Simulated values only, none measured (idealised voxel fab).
This section sets out a process module, namely voxel trench capacitor.
Pictured: cross-section cut, 250 nm wide, on a grid of 5 nm square cells.
How to read a cross-section here: the picture is a grid of square cells, written as bands going from the top down, and any band can span one or more rows of cells.
A band entry consists of two parts. The first gives the height of the band's top and the height of its bottom, in nm. The rest lists the band's materials from left to right, each with its width in nm. A single material labelled with the word "edge to edge" fills the band from edge to edge, and the word "air" marks empty space.
Zero point of the height axis is 0; under it, received wafer = one material. Lowest band: continues down indefinitely, "top 0, no bottom".
It should be noted that a width expressed as "30..40" varies in equal increments from row to row of cells within the band, taking the value of the first number at the top row and that of the second number at the bottom row.
When a step is marked "no change", none of the cells in the cross-section changed during that step.
Basically, "Completely enclosed voids" tells you about the enclosed voids: empty spaces with no open way to the top, 8 cells or bigger, each written width x height at distance, where distance is from the left edge, all in nm.
If you see something after the settings on a step's line, that's the simulator's own remark about that step.
A step's line can hold "overlay nm"; with a mask on that step, the setting says how far right of the planned place the mask lay, while a negative setting says it lay to the left.

These are the steps we planned for the process
step 1: RECEIVE, material Si
step 2: CONFORMAL_DEP, material SiN, thk nm 10
step 3: DIRECTIONAL_DEP, material aC, thk nm 15
step 4: PATTERN, tone open, mask id TRENCH, material resist, width nm 30, pitch nm 60, thk nm 35, overlay nm 0
step 5: DIRECTIONAL_ETCH, etch materials aC, depth nm 15
step 6: STRIP, etch materials resist
step 7: DIRECTIONAL_ETCH, etch materials SiN, depth nm 10
step 8: DIRECTIONAL_ETCH, etch materials Si, depth nm 25
step 9: STRIP, etch materials aC
step 10: CONFORMAL_DEP, material Al2O3, thk nm 5
step 11: CONFORMAL_DEP, material TiN, thk nm 5
step 12: FILL_DEP, material W, thk nm 5
step 13: CMP, height nm 10

First of two wafers, processed according to plan

Delivered wafer in cross-section: state after step 1
    top 0, no bottom  Si edge to edge
    Completely enclosed voids: none

Wafer xsec, post step 2
    top 10, bottom 0  SiN edge to edge
    Heights below 0 show no change.

Wafer xsec, post step 3
    top 25, bottom 10  aC edge to edge
    Heights below 10 show no change.

Wafer xsec, post step 4
    top 60, bottom 25  80 nm resist  30 nm air  30 nm resist  30 nm air  80 nm resist
    Heights below 25 show no change.

Wafer xsec, post step 5
    top 45, bottom 25  80 nm resist  30 nm air  30 nm resist  30 nm air  80 nm resist
    top 25, bottom 10  80 nm aC  30 nm air  30 nm aC  30 nm air  80 nm aC
    Heights below 10 show no change.

Wafer xsec, post step 6
    top 25, bottom 10  80 nm aC  30 nm air  30 nm aC  30 nm air  80 nm aC
    Heights below 10 show no change.

Wafer xsec, post step 7
    top 25, bottom 10  80 nm aC  30 nm air  30 nm aC  30 nm air  80 nm aC
    top 10, bottom 0  80 nm SiN  30 nm air  30 nm SiN  30 nm air  80 nm SiN
    Heights below 0 show no change.

Wafer xsec, post step 8
    top 25, bottom 10  80 nm aC  30 nm air  30 nm aC  30 nm air  80 nm aC
    top 10, bottom 0  80 nm SiN  30 nm air  30 nm SiN  30 nm air  80 nm SiN
    top 0, bottom -25  80 nm Si  30 nm air  30 nm Si  30 nm air  80 nm Si
    Heights below -25 show no change.

Wafer xsec, post step 9
    top 10, bottom 0  80 nm SiN  30 nm air  30 nm SiN  30 nm air  80 nm SiN
    Heights below 0 show no change.

Wafer xsec, post step 10
    top 15, bottom 10  85 nm Al2O3  20 nm air  40 nm Al2O3  20 nm air  85 nm Al2O3
    top 10, bottom 0  80 nm SiN  5 nm Al2O3  20 nm air  5 nm Al2O3  30 nm SiN  5 nm Al2O3  20 nm air  5 nm Al2O3  80 nm SiN
    top 0, bottom -20  80 nm Si  5 nm Al2O3  20 nm air  5 nm Al2O3  30 nm Si  5 nm Al2O3  20 nm air  5 nm Al2O3  80 nm Si
    top -20, bottom -25  80 nm Si  30 nm Al2O3  30 nm Si  30 nm Al2O3  80 nm Si
    Heights below -25 show no change.

Wafer xsec, post step 11
    top 20, bottom 15  90 nm TiN  10 nm air  50 nm TiN  10 nm air  90 nm TiN
    top 15, bottom 10  85 nm Al2O3  5 nm TiN  10 nm air  5 nm TiN  40 nm Al2O3  5 nm TiN  10 nm air  5 nm TiN  85 nm Al2O3
    top 10, bottom 0  80 nm SiN  5 nm Al2O3  5 nm TiN  10 nm air  5 nm TiN  5 nm Al2O3  30 nm SiN  5 nm Al2O3  5 nm TiN  10 nm air  5 nm TiN  5 nm Al2O3  80 nm SiN
    top 0, bottom -15  80 nm Si  5 nm Al2O3  5 nm TiN  10 nm air  5 nm TiN  5 nm Al2O3  30 nm Si  5 nm Al2O3  5 nm TiN  10 nm air  5 nm TiN  5 nm Al2O3  80 nm Si
    top -15, bottom -20  80 nm Si  5 nm Al2O3  20 nm TiN  5 nm Al2O3  30 nm Si  5 nm Al2O3  20 nm TiN  5 nm Al2O3  80 nm Si
    Heights below -20 show no change.

Wafer xsec, post step 12
    top 25, bottom 20  W edge to edge
    top 20, bottom 15  90 nm TiN  10 nm W  50 nm TiN  10 nm W  90 nm TiN
    top 15, bottom 10  85 nm Al2O3  5 nm TiN  10 nm W  5 nm TiN  40 nm Al2O3  5 nm TiN  10 nm W  5 nm TiN  85 nm Al2O3
    top 10, bottom 0  80 nm SiN  5 nm Al2O3  5 nm TiN  10 nm W  5 nm TiN  5 nm Al2O3  30 nm SiN  5 nm Al2O3  5 nm TiN  10 nm W  5 nm TiN  5 nm Al2O3  80 nm SiN
    top 0, bottom -15  80 nm Si  5 nm Al2O3  5 nm TiN  10 nm W  5 nm TiN  5 nm Al2O3  30 nm Si  5 nm Al2O3  5 nm TiN  10 nm W  5 nm TiN  5 nm Al2O3  80 nm Si
    Heights below -15 show no change.

Wafer xsec, post step 13
    top 10, bottom 0  80 nm SiN  5 nm Al2O3  5 nm TiN  10 nm W  5 nm TiN  5 nm Al2O3  30 nm SiN  5 nm Al2O3  5 nm TiN  10 nm W  5 nm TiN  5 nm Al2O3  80 nm SiN
    Heights below 0 show no change.

Wafer two of two - same starting point, same process plan, one mistake in execution; matches wafer one up to and including step 7

Second wafer, section view, time point: scheduled end of step 8
    top 25, bottom 10  80 nm aC  30 nm air  30 nm aC  30 nm air  80 nm aC
    top 10, bottom 0  80 nm SiN  30 nm air  30 nm SiN  30 nm air  80 nm SiN
    top 0, bottom -50  80 nm Si  30 nm air  30 nm Si  30 nm air  80 nm Si
    Heights below -50 show no change.

Second wafer, section view, time point: scheduled end of step 9
    top 10, bottom 0  80 nm SiN  30 nm air  30 nm SiN  30 nm air  80 nm SiN
    Heights below 0 show no change.

Second wafer, section view, time point: scheduled end of step 10
    top 15, bottom 10  85 nm Al2O3  20 nm air  40 nm Al2O3  20 nm air  85 nm Al2O3
    top 10, bottom 0  80 nm SiN  5 nm Al2O3  20 nm air  5 nm Al2O3  30 nm SiN  5 nm Al2O3  20 nm air  5 nm Al2O3  80 nm SiN
    top 0, bottom -45  80 nm Si  5 nm Al2O3  20 nm air  5 nm Al2O3  30 nm Si  5 nm Al2O3  20 nm air  5 nm Al2O3  80 nm Si
    top -45, bottom -50  80 nm Si  30 nm Al2O3  30 nm Si  30 nm Al2O3  80 nm Si
    Heights below -50 show no change.

Second wafer, section view, time point: scheduled end of step 11
    top 20, bottom 15  90 nm TiN  10 nm air  50 nm TiN  10 nm air  90 nm TiN
    top 15, bottom 10  85 nm Al2O3  5 nm TiN  10 nm air  5 nm TiN  40 nm Al2O3  5 nm TiN  10 nm air  5 nm TiN  85 nm Al2O3
    top 10, bottom 0  80 nm SiN  5 nm Al2O3  5 nm TiN  10 nm air  5 nm TiN  5 nm Al2O3  30 nm SiN  5 nm Al2O3  5 nm TiN  10 nm air  5 nm TiN  5 nm Al2O3  80 nm SiN
    top 0, bottom -40  80 nm Si  5 nm Al2O3  5 nm TiN  10 nm air  5 nm TiN  5 nm Al2O3  30 nm Si  5 nm Al2O3  5 nm TiN  10 nm air  5 nm TiN  5 nm Al2O3  80 nm Si
    top -40, bottom -45  80 nm Si  5 nm Al2O3  20 nm TiN  5 nm Al2O3  30 nm Si  5 nm Al2O3  20 nm TiN  5 nm Al2O3  80 nm Si
    Heights below -45 show no change.

Second wafer, section view, time point: scheduled end of step 12
    top 25, bottom 20  W edge to edge
    top 20, bottom 15  90 nm TiN  10 nm W  50 nm TiN  10 nm W  90 nm TiN
    top 15, bottom 10  85 nm Al2O3  5 nm TiN  10 nm W  5 nm TiN  40 nm Al2O3  5 nm TiN  10 nm W  5 nm TiN  85 nm Al2O3
    top 10, bottom 0  80 nm SiN  5 nm Al2O3  5 nm TiN  10 nm W  5 nm TiN  5 nm Al2O3  30 nm SiN  5 nm Al2O3  5 nm TiN  10 nm W  5 nm TiN  5 nm Al2O3  80 nm SiN
    top 0, bottom -40  80 nm Si  5 nm Al2O3  5 nm TiN  10 nm W  5 nm TiN  5 nm Al2O3  30 nm Si  5 nm Al2O3  5 nm TiN  10 nm W  5 nm TiN  5 nm Al2O3  80 nm Si
    Heights below -40 show no change.

Second wafer, section view, time point: scheduled end of step 13
    top 10, bottom 0  80 nm SiN  5 nm Al2O3  5 nm TiN  10 nm W  5 nm TiN  5 nm Al2O3  30 nm SiN  5 nm Al2O3  5 nm TiN  10 nm W  5 nm TiN  5 nm Al2O3  80 nm SiN
    Heights below 0 show no change.
Short version of what went wrong: plan step 8 was conducted twice
Count the cells at the end and the second wafer has more or fewer of some materials than the first: Al2O3: 20 more; Si: 60 fewer; TiN: 20 more; W: 20 more
